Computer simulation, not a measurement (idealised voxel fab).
The name of this process module is voxel self aligned vias.
The width of the displayed cross-section, cut, is 260 nm; its cells are square, with a size of 5 nm.
Cross-section, as written here: a square-cell grid given band by band from the top down, where a band holds one or more rows of cells. A band entry consists of two parts. The first gives the height of the band's top and the height of its bottom, in nm. The rest lists the band's materials from left to right, each with its width in nm. A single material labelled with the word "all across" fills the band from edge to edge, and the word "air" marks empty space. Height is counted from the level 0, under which the received wafer is composed throughout of one material. The lowest of the bands is not closed at the bottom but continues downward, in the notation "0 -> down". The notation "30 to 40" denotes a width that varies across the rows of cells in the band, beginning at the first number in the top row, finishing at the second number in the bottom row, and changing by an identical amount from each row to the next. Reading "identical to before" for a step: not a cell of the cross-section changed in it. Closed-off voids of 8+ cells (no open route to the top) go in "Internal closed voids", written width x height at distance from the left edge, in nm. The remark found on a step's line after its settings is issued by the simulator itself and pertains to that step. overlay nm: where the mask lay relative to plan, measured to the right, on steps with a mask; negatives go left.

### The steps planned for the process are as follows
- 1: RECEIVE, material Si
- 2: CONFORMAL_DEP, material SiO2, thk nm 15
- 3: CONFORMAL_DEP, material SiCN, thk nm 5
- 4: DIRECTIONAL_DEP, material lowk, thk nm 25
- 5: DIRECTIONAL_DEP, material aC, thk nm 10
- 6: PATTERN, tone open, mask id LINES, material resist, width nm 30, pitch nm 65, thk nm 25, overlay nm 0
- 7: DIRECTIONAL_ETCH, etch materials aC, depth nm 10
- 8: STRIP, etch materials resist
- 9: DIRECTIONAL_ETCH, etch materials lowk, depth nm 25
- 10: STRIP, etch materials aC
- 11: CONFORMAL_DEP, material TiN, thk nm 5
- 12: FILL_DEP, material W, thk nm 5
- 13: CMP, height nm 45
- 14: SELECTIVE_ETCH, etch materials W Ru TiN, depth nm 10
- 15: FILL_DEP, material SiN, thk nm 10
- 16: CMP, height nm 45
- 17: DIRECTIONAL_DEP, material lowk, thk nm 15
- 18: PATTERN, tone open, mask id VIAS, material resist, width nm 50, pitch nm 65, thk nm 15, overlay nm 0
- 19: DIRECTIONAL_ETCH, etch materials lowk, depth nm 15
- 20: DIRECTIONAL_ETCH, etch materials SiN, depth nm 10
- 21: STRIP, etch materials resist
- 22: CONFORMAL_DEP, material TiN, thk nm 5
- 23: FILL_DEP, material Ru, thk nm 10
- 24: CMP, height nm 60
- 25: CONFORMAL_DEP, material SiCN, thk nm 5

### Cross-section of the incoming wafer, state after step 1
	0 -> down | Si all across
	Internal closed voids: none

### Wafer cross-section at module end: first of two, run to plan
	65 -> 60 | SiCN all across
	60 -> 50 | lowk=70  TiN=5  Ru=40  TiN=5  lowk=15  TiN=5  Ru=40  TiN=5  lowk=75
	50 -> 40 | lowk=70 to 80  TiN=15 to 5  Ru=20  TiN=15 to 5  lowk=15 to 35  TiN=15 to 5  Ru=20  TiN=15 to 5  lowk=75 to 85
	40 -> 35 | lowk=80  TiN=30  lowk=35  TiN=30  lowk=85
	35 -> 25 | lowk=80  TiN=5  W=20  TiN=5  lowk=35  TiN=5  W=20  TiN=5  lowk=85
	25 -> 20 | lowk=80  TiN=30  lowk=35  TiN=30  lowk=85
	20 -> 15 | SiCN all across
	15 -> 0 | SiO2 all across
	0 -> down | Si all across
	Internal closed voids: none

### Second wafer of the two, sectioned at the end of the module. It began like the first and followed the same plan, but one mistake was made while running it
	65 -> 60 | SiCN all across
	60 -> 40 | lowk=70  TiN=5  Ru=40  TiN=5  lowk=15  TiN=5  Ru=40  TiN=5  lowk=75
	40 -> 35 | lowk=70  TiN=50  lowk=15  TiN=50  lowk=75
	35 -> 25 | lowk=70 to 80  TiN=15 to 5  W=20  TiN=15 to 5  lowk=15 to 35  TiN=15 to 5  W=20  TiN=15 to 5  lowk=75 to 85
	25 -> 20 | lowk=80  TiN=30  lowk=35  TiN=30  lowk=85
	20 -> 15 | SiCN all across
	15 -> 0 | SiO2 all across
	0 -> down | Si all across
	Internal closed voids: none
Against the plan, the run slipped here: in the plan, step 19 was performed twice
Final tally in cells, some materials are higher or lower on the second wafer than on the first: Ru: 16 more; TiN: 8 more; lowk: 24 fewer
